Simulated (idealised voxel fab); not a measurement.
process module | voxel transistor to metal
cross-section cut | 270 nm wide | cells 5 nm
A cross-section is a grid of square cells, given in bands from the top down. A band is one or more rows of cells.
Each band's line starts with the height of the band's top and of its bottom, in nm. Then come its materials from left to right, each with its width in nm. One material with "throughout" fills the band from edge to edge. "air" is empty space.
Height 0 is the level under which the wafer as received is all one material. The lowest band goes on downwards, as in "0 down".
A width such as "30 to 40" changes by the same amount from each row of cells to the next, from the band's top row to its bottom row.
"no change" after a step means that no cell of the cross-section changed.
closed voids: empty space of 8 cells or more with no open way to the top, each as width x height at its distance from the left edge, in nm
after a step's settings: what the simulator itself notes on the step
overlay nm, on a step with a mask: how far to the right of its planned place the mask lay; to the left if negative
plan
1 op RECEIVE | material Si
2 op OXIDIZE | depth nm 5
3 op CONFORMAL_DEP | material SiN | thk nm 15
4 op DIRECTIONAL_DEP | material aC | thk nm 10
5 op PATTERN | tone cover | mask id ACTIVE | material resist | width nm 105 | pitch nm 125 | thk nm 30 | overlay nm 0
6 op DIRECTIONAL_ETCH | etch materials aC | depth nm 10
7 op STRIP | etch materials resist
8 op DIRECTIONAL_ETCH | etch materials SiN | depth nm 15
9 op DIRECTIONAL_ETCH | etch materials SiO2 | depth nm 5
10 op DIRECTIONAL_ETCH | etch materials Si | depth nm 30
11 op STRIP | etch materials aC
12 op FILL_DEP | material SiO2 | thk nm 10
13 op CMP | height nm 15
14 op SELECTIVE_ETCH | etch materials SiO2 | depth nm 15
15 op STRIP | etch materials SiN
16 op SELECTIVE_ETCH | etch materials SiO2 | depth nm 5
17 op OXIDIZE | depth nm 5
18 op DIRECTIONAL_DEP | material polySi | thk nm 20
19 op DIRECTIONAL_DEP | material SiCN | thk nm 15
20 op MASKED_ETCH | tone cover | mask id GATE | width nm 25 | pitch nm 125 | etch materials SiCN | depth nm 25 | overlay nm 0
21 op MASKED_ETCH | tone cover | mask id GATE | width nm 25 | pitch nm 125 | etch materials polySi | depth nm 30 | overlay nm 0
22 op CONFORMAL_DEP | material SiO2 | thk nm 5
23 op DIRECTIONAL_ETCH | etch materials SiO2 | depth nm 5
24 op CONFORMAL_DEP | material SiN | thk nm 5
25 op DIRECTIONAL_ETCH | etch materials SiN | depth nm 5
26 op DIRECTIONAL_ETCH | etch materials SiO2 | depth nm 5
27 op EPI | material nSi | thk nm 5
28 op FILL_DEP | material SiO2 | thk nm 10
29 op CMP | height nm 30
30 op DIRECTIONAL_DEP | material SiO2 | thk nm 15
31 op DIRECTIONAL_DEP | material aC | thk nm 15
32 op PATTERN | tone open | mask id CONTACT | material resist | width nm 30 | thk nm 35 | overlay nm 0
33 op DIRECTIONAL_ETCH | etch materials aC | depth nm 15
34 op STRIP | etch materials resist
35 op DIRECTIONAL_ETCH | etch materials SiO2 | depth nm 50
36 op STRIP | etch materials aC
37 op CONFORMAL_DEP | material TiN | thk nm 5
38 op FILL_DEP | material Ru | thk nm 10
39 op CMP | height nm 45
40 op DIRECTIONAL_DEP | material TiN | thk nm 5
41 op DIRECTIONAL_DEP | material W | thk nm 25
42 op MASKED_ETCH | tone cover | mask id METAL_1 | width nm 20 | etch materials W | depth nm 25 | overlay nm 0
43 op MASKED_ETCH | tone cover | mask id METAL_1 | width nm 20 | etch materials TiN | depth nm 5 | overlay nm 0
44 op FILL_DEP | material lowk | thk nm 5
45 op CMP | height nm 75
46 op CONFORMAL_DEP | material SiN | thk nm 5
as received, after step 1
  0 down: Si throughout
  closed voids: none
first wafer at the end, as planned
  80 to 75: SiN throughout
  75 to 50: lowk 25 | W 20 | lowk 55 | W 20 | lowk 30 | W 20 | lowk 55 | W 20 | lowk 25
  50 to 45: lowk 25 | TiN 20 | lowk 55 | TiN 20 | lowk 30 | TiN 20 | lowk 55 | TiN 20 | lowk 25
  45 to 35: SiO2 25 | TiN 5 | Ru 20 | TiN 5 | SiO2 35 | TiN 5 | Ru 20 | TiN 5 | SiO2 30 | TiN 5 | Ru 20 | TiN 5 | SiO2 35 | TiN 5 | Ru 20 | TiN 5 | SiO2 25
  35 to 30: SiO2 25 | TiN 5 | Ru 15 | TiN 10 | SiO2 35 | TiN 10 | Ru 15 | TiN 5 | SiO2 30 | TiN 5 | Ru 15 | TiN 10 | SiO2 35 | TiN 10 | Ru 15 | TiN 5 | SiO2 25
  30 to 15: SiO2 25 | TiN 5 | Ru 15 | TiN 5 | SiN 5 | SiO2 5 | SiCN 25 | SiO2 5 | SiN 5 | TiN 5 | Ru 15 | TiN 5 | SiO2 30 | TiN 5 | Ru 15 | TiN 5 | SiN 5 | SiO2 5 | SiCN 25 | SiO2 5 | SiN 5 | TiN 5 | Ru 15 | TiN 5 | SiO2 25
  15 to 0: SiO2 25 | TiN 5 | Ru 15 | TiN 5 | SiN 5 | SiO2 5 | polySi 25 | SiO2 5 | SiN 5 | TiN 5 | Ru 15 | TiN 5 | SiO2 30 | TiN 5 | Ru 15 | TiN 5 | SiN 5 | SiO2 5 | polySi 25 | SiO2 5 | SiN 5 | TiN 5 | Ru 15 | TiN 5 | SiO2 25
  0 to -5: SiO2 25 | TiN 25 | SiN 5 | SiO2 5 | polySi 25 | SiO2 5 | SiN 5 | TiN 25 | SiO2 30 | TiN 25 | SiN 5 | SiO2 5 | polySi 25 | SiO2 5 | SiN 5 | TiN 25 | SiO2 25
  -5 to -10: SiO2 15 | nSi 35 | SiO2 45 | nSi 35 | SiO2 10 | nSi 35 | SiO2 45 | nSi 35 | SiO2 15
  -10 to -35: SiO2 20 | Si 105 | SiO2 20 | Si 105 | SiO2 20
  -35 down: Si throughout
  closed voids: none
second wafer at the end: like start, like plan, one mistake
  80 to 75: SiN throughout
  75 to 50: lowk 25 | W 20 | lowk 55 | W 20 | lowk 30 | W 20 | lowk 55 | W 20 | lowk 25
  50 to 45: lowk 25 | TiN 20 | lowk 55 | TiN 20 | lowk 30 | TiN 20 | lowk 55 | TiN 20 | lowk 25
  45 to 30: SiO2 25 | TiN 5 | Ru 20 | TiN 5 | SiO2 35 | TiN 5 | Ru 20 | TiN 5 | SiO2 30 | TiN 5 | Ru 20 | TiN 5 | SiO2 35 | TiN 5 | Ru 20 | TiN 5 | SiO2 25
  30 to 15: SiO2 25 | TiN 5 | Ru 20 | TiN 5 | SiN 5 | SiCN 25 | SiN 5 | TiN 5 | Ru 20 | TiN 5 | SiO2 30 | TiN 5 | Ru 20 | TiN 5 | SiN 5 | SiCN 25 | SiN 5 | TiN 5 | Ru 20 | TiN 5 | SiO2 25
  15 to 0: SiO2 25 | TiN 5 | Ru 20 | TiN 5 | SiN 5 | polySi 25 | SiN 5 | TiN 5 | Ru 20 | TiN 5 | SiO2 30 | TiN 5 | Ru 20 | TiN 5 | SiN 5 | polySi 25 | SiN 5 | TiN 5 | Ru 20 | TiN 5 | SiO2 25
  0 to -5: SiO2 25 | TiN 30 | SiN 5 | polySi 25 | SiN 5 | TiN 30 | SiO2 30 | TiN 30 | SiN 5 | polySi 25 | SiN 5 | TiN 30 | SiO2 25
  -5 to -10: SiO2 15 | nSi 40 | SiN 5 | SiO2 25 | SiN 5 | nSi 40 | SiO2 10 | nSi 40 | SiN 5 | SiO2 25 | SiN 5 | nSi 40 | SiO2 15
  -10 to -15: SiO2 15 | nSi 5 | Si 105 | nSi 5 | SiO2 10 | nSi 5 | Si 105 | nSi 5 | SiO2 15
  -15 to -35: SiO2 20 | Si 105 | SiO2 20 | Si 105 | SiO2 20
  -35 down: Si throughout
  closed voids: none
what went wrong: step 22 was left out
at the end the second wafer has, in cells: 28 more of Ru | 4 more of SiN | 40 fewer of SiO2 | 8 more of nSi
